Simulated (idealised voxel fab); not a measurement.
process module | voxel tone inversion
cross-section cut | 295 nm wide | cells 5 nm
A cross-section is a grid of square cells, given in bands from the top down. A band is one or more rows of cells.
Each band's line starts with the height of the band's top and of its bottom, in nm. Then come its materials from left to right, each with its width in nm. One material with "throughout" fills the band from edge to edge. "air" is empty space.
Height 0 is the level under which the wafer as received is all one material. The lowest band goes on downwards, as in "0 down".
A width such as "30 to 40" changes by the same amount from each row of cells to the next, from the band's top row to its bottom row.
"no change" after a step means that no cell of the cross-section changed.
closed voids: empty space of 8 cells or more with no open way to the top, each as width x height at its distance from the left edge, in nm
after a step's settings: what the simulator itself notes on the step
overlay nm, on a step with a mask: how far to the right of its planned place the mask lay; to the left if negative
plan
1 op RECEIVE | material Si
2 op CONFORMAL_DEP | material SiN | thk nm 10
3 op DIRECTIONAL_DEP | material polySi | thk nm 20
4 op PATTERN | tone cover | mask id POSTS | material resist | width nm 20 | pitch nm 50 | thk nm 30 | overlay nm 0
5 op DIRECTIONAL_ETCH | etch materials polySi | depth nm 20
6 op STRIP | etch materials resist
7 op FILL_DEP | material lowk | thk nm 10
8 op CMP | height nm 30
9 op STRIP | etch materials polySi
10 op CONFORMAL_DEP | material TiN | thk nm 5
11 op FILL_DEP | material Ru | thk nm 5
12 op CMP | height nm 30
13 op CONFORMAL_DEP | material SiCN | thk nm 5
as received, after step 1
  0 down: Si throughout
  closed voids: none
first wafer at the end, as planned
  35 to 30: SiCN throughout
  30 to 15: lowk 110 | TiN 5 | Ru 10 | TiN 5 | lowk 30 | TiN 5 | Ru 10 | TiN 5 | lowk 115
  15 to 10: lowk 110 | TiN 20 | lowk 30 | TiN 20 | lowk 115
  10 to 0: SiN throughout
  0 down: Si throughout
  closed voids: none
second wafer at the end: like start, like plan, one mistake
  35 to 30: SiCN throughout
  30 to 20: SiN throughout
  20 to 0: polySi throughout
  0 down: Si throughout
  closed voids: none
what went wrong: steps 2 and 3 were swapped
at the end the second wafer has, in cells: 12 fewer of Ru | 20 fewer of TiN | 204 fewer of lowk | 236 more of polySi
